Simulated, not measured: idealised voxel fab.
process module | voxel wiring stack
cross-section cut | 300 nm wide | cells 5 nm
A cross-section is a grid of square cells, given in bands from the top down. A band is one or more rows of cells.
Each band's line starts with the height of the band's top and of its bottom, in nm. Then come its materials from left to right, each with its width in nm. One material with "throughout" fills the band from edge to edge. "air" is empty space.
Height 0 is the level under which the wafer as received is all one material. The lowest band goes on downwards, as in "0 down".
A width such as "30 to 40" changes by the same amount from each row of cells to the next, from the band's top row to its bottom row.
"no change" after a step means that no cell of the cross-section changed.
closed voids: empty space of 8 cells or more with no open way to the top, each as width x height at its distance from the left edge, in nm
after a step's settings: what the simulator itself notes on the step
overlay nm, on a step with a mask: how far to the right of its planned place the mask lay; to the left if negative
plan
1 op RECEIVE | material Si
2 op CONFORMAL_DEP | material SiO2 | thk nm 10
3 op DIRECTIONAL_DEP | material TiN | thk nm 5
4 op DIRECTIONAL_DEP | material Ru | thk nm 15
5 op PATTERN | tone cover | mask id METAL_1 | material resist | width nm 20 | pitch nm 40 | thk nm 15 | overlay nm 0
6 op DIRECTIONAL_ETCH | etch materials Ru | depth nm 15
7 op DIRECTIONAL_ETCH | etch materials TiN | depth nm 5
8 op STRIP | etch materials resist
9 op CONFORMAL_DEP | material SiCN | thk nm 5
10 op FILL_DEP | material SiO2 | thk nm 5
11 op CMP | height nm 30
12 op CONFORMAL_DEP | material SiCN | thk nm 5
13 op DIRECTIONAL_DEP | material SiO2 | thk nm 15
14 op DIRECTIONAL_DEP | material aC | thk nm 15
15 op PATTERN | tone open | mask id PLUG_1 | material resist | width nm 15 | pitch nm 40 | thk nm 30 | overlay nm 0
16 op DIRECTIONAL_ETCH | etch materials aC | depth nm 15
17 op STRIP | etch materials resist
18 op DIRECTIONAL_ETCH | etch materials SiO2 | depth nm 15
19 op DIRECTIONAL_ETCH | etch materials SiCN | depth nm 5
20 op STRIP | etch materials aC
21 op CONFORMAL_DEP | material TiN | thk nm 5
22 op FILL_DEP | material Cu | thk nm 5
23 op CMP | height nm 50
24 op CONFORMAL_DEP | material SiN | thk nm 5
25 op DIRECTIONAL_DEP | material lowk | thk nm 20
26 op DIRECTIONAL_DEP | material aC | thk nm 15
27 op PATTERN | tone open | mask id METAL_2 | material resist | width nm 20 | pitch nm 40 | thk nm 30 | overlay nm 0
28 op DIRECTIONAL_ETCH | etch materials aC | depth nm 15
29 op STRIP | etch materials resist
30 op DIRECTIONAL_ETCH | etch materials lowk | depth nm 20
31 op DIRECTIONAL_ETCH | etch materials SiN | depth nm 5
32 op STRIP | etch materials aC
33 op CONFORMAL_DEP | material TiN | thk nm 5
34 op FILL_DEP | material Cu | thk nm 5
35 op CMP | height nm 75
36 op CONFORMAL_DEP | material SiCN | thk nm 5
37 op DIRECTIONAL_DEP | material lowk | thk nm 30
38 op PATTERN | tone open | mask id METAL_3_HOLES | material resist | width nm 15 | thk nm 20 | overlay nm 0
39 op DIRECTIONAL_ETCH | etch materials lowk | depth nm 30
40 op STRIP | etch materials resist
41 op MASKED_ETCH | tone open | mask id METAL_3 | width nm 20 | pitch nm 40 | etch materials lowk | depth nm 15 | overlay nm 0
42 op MASKED_ETCH | tone open | mask id METAL_3 | width nm 20 | pitch nm 40 | etch materials SiCN | depth nm 5 | overlay nm 0
43 op CONFORMAL_DEP | material TiN | thk nm 5
44 op FILL_DEP | material Ru | thk nm 5
45 op CMP | height nm 110
46 op CONFORMAL_DEP | material SiN | thk nm 5
as received, after step 1
  0 down: Si throughout
  closed voids: none
a wafer at the end: this start, this plan, one mistake
  115 to 110: SiN throughout
  110 to 100: lowk 120 | TiN 5 | Ru 10 | TiN 5 | lowk 20 | TiN 5 | Ru 10 | TiN 5 | lowk 120
  100 to 95: lowk 120 | TiN 5 | Ru 5 | TiN 10 | lowk 20 | TiN 20 | lowk 120
  95 to 80: lowk 120 | TiN 5 | Ru 5 | TiN 5 | lowk 165
  80 to 75: SiCN 120 | TiN 15 | SiCN 165
  75 to 55: lowk 120 | TiN 5 | Cu 10 | TiN 5 | lowk 20 | TiN 5 | Cu 10 | TiN 5 | lowk 120
  55 to 50: SiN 120 | TiN 20 | SiN 20 | TiN 20 | SiN 120
  50 to 35: SiO2 120 | TiN 5 | Cu 5 | TiN 5 | SiO2 25 | TiN 5 | Cu 5 | TiN 5 | SiO2 125
  35 to 30: SiCN 120 | TiN 15 | SiCN 25 | TiN 15 | SiCN 125
  30 to 15: Ru 120 | SiCN 5 | SiO2 10 | SiCN 5 | Ru 20 | SiCN 5 | SiO2 10 | SiCN 5 | Ru 120
  15 to 10: TiN 120 | SiCN 20 | TiN 20 | SiCN 20 | TiN 120
  10 to 0: SiO2 throughout
  0 down: Si throughout
  closed voids: none
what went wrong: step 5 ran as: op PATTERN | tone open | mask id METAL_1 | material resist | width nm 20 | pitch nm 40 | thk nm 15 | overlay nm 0
